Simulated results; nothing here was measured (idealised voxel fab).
Process module heading - voxel spacer lines
The figure presents cross-section cut, which has a width of 200 nm and is divided into square cells with an edge length of 5 nm.
Format of a cross-section: grid, square cells. Given as bands. Order: top down. Band: one or more rows of cells. It is stipulated that each band's entry specify, in nanometres, the height of the top of the band and then that of its bottom, followed by the materials of the band in left-to-right sequence, each together with its width in nanometres. A single material marked by the word "full width" is understood to fill the band from edge to edge; the word "empty" is understood to denote empty space. All heights in this document are referenced to 0, defined as the level beneath which the wafer, as received, consists entirely of one material. The lowest band is not bounded below; it extends indefinitely downward and is written in the form "0 -> down". Width: "30 to 40" (first number = top row, second number = bottom row, same change from row to row of cells). "stayed the same" (step): cross-section cells unchanged, all of them. Entry "Sealed internal voids". Content: empty spaces with no open connection to the top, size 8 cells or greater. Each: width x height at distance. Distance: from left edge. Unit: nm. Text after the settings on a step's line: the simulator's own remark on that step. The setting "overlay nm" may be written on the line of a step. When the step uses a mask, the value reports how far to the right of the planned place the mask lay, and a negative value reports that it lay to the left.

# Intended process steps
- 1: RECEIVE, material Si
- 2: CONFORMAL_DEP, material Al2O3, thk nm 10
- 3: DIRECTIONAL_DEP, material TiN, thk nm 15
- 4: DIRECTIONAL_DEP, material aC, thk nm 20
- 5: PATTERN, tone cover, mask id MANDREL, material resist, width nm 25, pitch nm 70, thk nm 25, overlay nm 0
- 6: DIRECTIONAL_ETCH, etch materials aC, depth nm 20
- 7: STRIP, etch materials resist
- 8: CONFORMAL_DEP, material SiO2, thk nm 10
- 9: DIRECTIONAL_ETCH, etch materials SiO2, depth nm 10
- 10: STRIP, etch materials aC
- 11: DIRECTIONAL_ETCH, etch materials TiN, depth nm 15
- 12: STRIP, etch materials SiO2

# First of two wafers - as planned

# Wafer at receipt (post step 1), cross-section
0 -> down  Si full width
Sealed internal voids: none

# Take a look at the wafer's cross-section after step 2
10 -> 0  Al2O3 full width
All layers under 0 are left as they were.

# Take a look at the wafer's cross-section after step 3
25 -> 10  TiN full width
All layers under 10 are left as they were.

# Take a look at the wafer's cross-section after step 4
45 -> 25  aC full width
All layers under 25 are left as they were.

# Take a look at the wafer's cross-section after step 5
70 -> 45  empty 15, then resist 25, then empty 45, then resist 25, then empty 45, then resist 25, then empty 20
All layers under 45 are left as they were.

# Take a look at the wafer's cross-section after step 6
50 -> 45  empty 15, then resist 25, then empty 45, then resist 25, then empty 45, then resist 25, then empty 20
45 -> 25  empty 15, then aC 25, then empty 45, then aC 25, then empty 45, then aC 25, then empty 20
All layers under 25 are left as they were.

# Take a look at the wafer's cross-section after step 7
45 -> 25  empty 15, then aC 25, then empty 45, then aC 25, then empty 45, then aC 25, then empty 20
All layers under 25 are left as they were.

# Take a look at the wafer's cross-section after step 8
55 -> 45  empty 5, then SiO2 45, then empty 25, then SiO2 45, then empty 25, then SiO2 45, then empty 10
45 -> 35  empty 5, then SiO2 10, then aC 25, then SiO2 10, then empty 25, then SiO2 10, then aC 25, then SiO2 10, then empty 25, then SiO2 10, then aC 25, then SiO2 10, then empty 10
35 -> 25  SiO2 15, then aC 25, then SiO2 45, then aC 25, then SiO2 45, then aC 25, then SiO2 20
All layers under 25 are left as they were.

# Take a look at the wafer's cross-section after step 9
45 -> 25  empty 5, then SiO2 10, then aC 25, then SiO2 10, then empty 25, then SiO2 10, then aC 25, then SiO2 10, then empty 25, then SiO2 10, then aC 25, then SiO2 10, then empty 10
All layers under 25 are left as they were.

# Take a look at the wafer's cross-section after step 10
45 -> 25  empty 5, then SiO2 10, then empty 25, then SiO2 10, then empty 25, then SiO2 10, then empty 25, then SiO2 10, then empty 25, then SiO2 10, then empty 25, then SiO2 10, then empty 10
All layers under 25 are left as they were.

# Take a look at the wafer's cross-section after step 11
45 -> 25  empty 5, then SiO2 10, then empty 25, then SiO2 10, then empty 25, then SiO2 10, then empty 25, then SiO2 10, then empty 25, then SiO2 10, then empty 25, then SiO2 10, then empty 10
25 -> 10  empty 5, then TiN 10, then empty 25, then TiN 10, then empty 25, then TiN 10, then empty 25, then TiN 10, then empty 25, then TiN 10, then empty 25, then TiN 10, then empty 10
All layers under 10 are left as they were.

# Take a look at the wafer's cross-section after step 12
25 -> 10  empty 5, then TiN 10, then empty 25, then TiN 10, then empty 25, then TiN 10, then empty 25, then TiN 10, then empty 25, then TiN 10, then empty 25, then TiN 10, then empty 10
All layers under 10 are left as they were.

# Second wafer. Start and plan as for the first. One mistake made in running. Agrees with the first up to and including step 4

# when step 5 should have ended
70 -> 45  empty 15, then resist 30, then empty 40, then resist 30, then empty 40, then resist 30, then empty 15
All layers under 45 are left as they were.

# when step 6 should have ended
50 -> 45  empty 15, then resist 30, then empty 40, then resist 30, then empty 40, then resist 30, then empty 15
45 -> 25  empty 15, then aC 30, then empty 40, then aC 30, then empty 40, then aC 30, then empty 15
All layers under 25 are left as they were.

# when step 7 should have ended
45 -> 25  empty 15, then aC 30, then empty 40, then aC 30, then empty 40, then aC 30, then empty 15
All layers under 25 are left as they were.

# when step 8 should have ended
55 -> 45  empty 5, then SiO2 50, then empty 20, then SiO2 50, then empty 20, then SiO2 50, then empty 5
45 -> 35  empty 5, then SiO2 10, then aC 30, then SiO2 10, then empty 20, then SiO2 10, then aC 30, then SiO2 10, then empty 20, then SiO2 10, then aC 30, then SiO2 10, then empty 5
35 -> 25  SiO2 15, then aC 30, then SiO2 40, then aC 30, then SiO2 40, then aC 30, then SiO2 15
All layers under 25 are left as they were.

# when step 9 should have ended
45 -> 25  empty 5, then SiO2 10, then aC 30, then SiO2 10, then empty 20, then SiO2 10, then aC 30, then SiO2 10, then empty 20, then SiO2 10, then aC 30, then SiO2 10, then empty 5
All layers under 25 are left as they were.

# when step 10 should have ended
45 -> 25  empty 5, then SiO2 10, then empty 30, then SiO2 10, then empty 20, then SiO2 10, then empty 30, then SiO2 10, then empty 20, then SiO2 10, then empty 30, then SiO2 10, then empty 5
All layers under 25 are left as they were.

# when step 11 should have ended
45 -> 25  empty 5, then SiO2 10, then empty 30, then SiO2 10, then empty 20, then SiO2 10, then empty 30, then SiO2 10, then empty 20, then SiO2 10, then empty 30, then SiO2 10, then empty 5
25 -> 10  empty 5, then TiN 10, then empty 30, then TiN 10, then empty 20, then TiN 10, then empty 30, then TiN 10, then empty 20, then TiN 10, then empty 30, then TiN 10, then empty 5
All layers under 10 are left as they were.

# when step 12 should have ended
25 -> 10  empty 5, then TiN 10, then empty 30, then TiN 10, then empty 20, then TiN 10, then empty 30, then TiN 10, then empty 20, then TiN 10, then empty 30, then TiN 10, then empty 5
All layers under 10 are left as they were.
Against the plan, the run slipped here: step 5 ran as: PATTERN, tone cover, mask id MANDREL, material resist, width nm 30, pitch nm 70, thk nm 25, overlay nm 0
In the final comparison it is observed that the number of cells assigned to each material is identical for the two wafers, whereas their placement is not.
